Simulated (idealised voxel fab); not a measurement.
process module | voxel quadruple lines
cross-section cut | 215 nm wide | cells 5 nm
A cross-section is a grid of square cells, given in bands from the top down. A band is one or more rows of cells.
Each band's line starts with the height of the band's top and of its bottom, in nm. Then come its materials from left to right, each with its width in nm. One material with "throughout" fills the band from edge to edge. "air" is empty space.
Height 0 is the level under which the wafer as received is all one material. The lowest band goes on downwards, as in "0 down".
A width such as "30 to 40" changes by the same amount from each row of cells to the next, from the band's top row to its bottom row.
"no change" after a step means that no cell of the cross-section changed.
closed voids: empty space of 8 cells or more with no open way to the top, each as width x height at its distance from the left edge, in nm
after a step's settings: what the simulator itself notes on the step
overlay nm, on a step with a mask: how far to the right of its planned place the mask lay; to the left if negative
plan
1 op RECEIVE | material Si
2 op CONFORMAL_DEP | material Al2O3 | thk nm 5
3 op DIRECTIONAL_DEP | material TiN | thk nm 10
4 op DIRECTIONAL_DEP | material polySi | thk nm 15
5 op DIRECTIONAL_DEP | material aC | thk nm 20
6 op PATTERN | tone cover | mask id MANDREL | material resist | width nm 35 | pitch nm 100 | thk nm 25 | overlay nm 0
7 op DIRECTIONAL_ETCH | etch materials aC | depth nm 20
8 op STRIP | etch materials resist
9 op CONFORMAL_DEP | material SiO2 | thk nm 15
10 op DIRECTIONAL_ETCH | etch materials SiO2 | depth nm 15
11 op STRIP | etch materials aC
12 op DIRECTIONAL_ETCH | etch materials polySi | depth nm 15
13 op STRIP | etch materials SiO2
14 op CONFORMAL_DEP | material SiCN | thk nm 10
15 op DIRECTIONAL_ETCH | etch materials SiCN | depth nm 10
16 op STRIP | etch materials polySi
17 op DIRECTIONAL_ETCH | etch materials TiN | depth nm 10
18 op STRIP | etch materials SiCN
19 op FILL_DEP | material lowk | thk nm 10
20 op CMP | height nm 15
first wafer, as planned
as received, after step 1
  0 down: Si throughout
  closed voids: none
after step 2
  5 to 0: Al2O3 throughout
  below 0: unchanged
after step 3
  15 to 5: TiN throughout
  below 5: unchanged
after step 4
  30 to 15: polySi throughout
  below 15: unchanged
after step 5
  50 to 30: aC throughout
  below 30: unchanged
after step 6
  75 to 50: air 40 | resist 35 | air 65 | resist 35 | air 40
  below 50: unchanged
after step 7
  55 to 50: air 40 | resist 35 | air 65 | resist 35 | air 40
  50 to 30: air 40 | aC 35 | air 65 | aC 35 | air 40
  below 30: unchanged
after step 8
  50 to 30: air 40 | aC 35 | air 65 | aC 35 | air 40
  below 30: unchanged
after step 9
  65 to 50: air 25 | SiO2 65 | air 35 | SiO2 65 | air 25
  50 to 45: air 25 | SiO2 15 | aC 35 | SiO2 15 | air 35 | SiO2 15 | aC 35 | SiO2 15 | air 25
  45 to 30: SiO2 40 | aC 35 | SiO2 65 | aC 35 | SiO2 40
  below 30: unchanged
after step 10
  50 to 30: air 25 | SiO2 15 | aC 35 | SiO2 15 | air 35 | SiO2 15 | aC 35 | SiO2 15 | air 25
  below 30: unchanged
after step 11
  50 to 30: air 25 | SiO2 15 | air 35 | SiO2 15 | air 35 | SiO2 15 | air 35 | SiO2 15 | air 25
  below 30: unchanged
after step 12
  50 to 30: air 25 | SiO2 15 | air 35 | SiO2 15 | air 35 | SiO2 15 | air 35 | SiO2 15 | air 25
  30 to 15: air 25 | polySi 15 | air 35 | polySi 15 | air 35 | polySi 15 | air 35 | polySi 15 | air 25
  below 15: unchanged
after step 13
  30 to 15: air 25 | polySi 15 | air 35 | polySi 15 | air 35 | polySi 15 | air 35 | polySi 15 | air 25
  below 15: unchanged
after step 14
  40 to 30: air 15 | SiCN 35 | air 15 | SiCN 35 | air 15 | SiCN 35 | air 15 | SiCN 35 | air 15
  30 to 25: air 15 | SiCN 10 | polySi 15 | SiCN 10 | air 15 | SiCN 10 | polySi 15 | SiCN 10 | air 15 | SiCN 10 | polySi 15 | SiCN 10 | air 15 | SiCN 10 | polySi 15 | SiCN 10 | air 15
  25 to 15: SiCN 25 | polySi 15 | SiCN 35 | polySi 15 | SiCN 35 | polySi 15 | SiCN 35 | polySi 15 | SiCN 25
  below 15: unchanged
after step 15
  30 to 15: air 15 | SiCN 10 | polySi 15 | SiCN 10 | air 15 | SiCN 10 | polySi 15 | SiCN 10 | air 15 | SiCN 10 | polySi 15 | SiCN 10 | air 15 | SiCN 10 | polySi 15 | SiCN 10 | air 15
  below 15: unchanged
after step 16
  30 to 15: air 15 | SiCN 10 | air 15 | SiCN 10 | air 15 | SiCN 10 | air 15 | SiCN 10 | air 15 | SiCN 10 | air 15 | SiCN 10 | air 15 | SiCN 10 | air 15 | SiCN 10 | air 15
  below 15: unchanged
after step 17
  30 to 15: air 15 | SiCN 10 | air 15 | SiCN 10 | air 15 | SiCN 10 | air 15 | SiCN 10 | air 15 | SiCN 10 | air 15 | SiCN 10 | air 15 | SiCN 10 | air 15 | SiCN 10 | air 15
  15 to 5: air 15 | TiN 10 | air 15 | TiN 10 | air 15 | TiN 10 | air 15 | TiN 10 | air 15 | TiN 10 | air 15 | TiN 10 | air 15 | TiN 10 | air 15 | TiN 10 | air 15
  below 5: unchanged
after step 18
  15 to 5: air 15 | TiN 10 | air 15 | TiN 10 | air 15 | TiN 10 | air 15 | TiN 10 | air 15 | TiN 10 | air 15 | TiN 10 | air 15 | TiN 10 | air 15 | TiN 10 | air 15
  below 5: unchanged
after step 19
  25 to 15: lowk throughout
  15 to 5: lowk 15 | TiN 10 | lowk 15 | TiN 10 | lowk 15 | TiN 10 | lowk 15 | TiN 10 | lowk 15 | TiN 10 | lowk 15 | TiN 10 | lowk 15 | TiN 10 | lowk 15 | TiN 10 | lowk 15
  below 5: unchanged
after step 20
  15 to 5: lowk 15 | TiN 10 | lowk 15 | TiN 10 | lowk 15 | TiN 10 | lowk 15 | TiN 10 | lowk 15 | TiN 10 | lowk 15 | TiN 10 | lowk 15 | TiN 10 | lowk 15 | TiN 10 | lowk 15
  below 5: unchanged
second wafer: like start, like plan, one mistake. Through step 19 it matches the first wafer
when step 20 should have ended
  10 to 5: lowk 15 | TiN 10 | lowk 15 | TiN 10 | lowk 15 | TiN 10 | lowk 15 | TiN 10 | lowk 15 | TiN 10 | lowk 15 | TiN 10 | lowk 15 | TiN 10 | lowk 15 | TiN 10 | lowk 15
  below 5: unchanged
what went wrong: step 20 ran as: op CMP | height nm 10
at the end the second wafer has, in cells: 16 fewer of TiN | 27 fewer of lowk
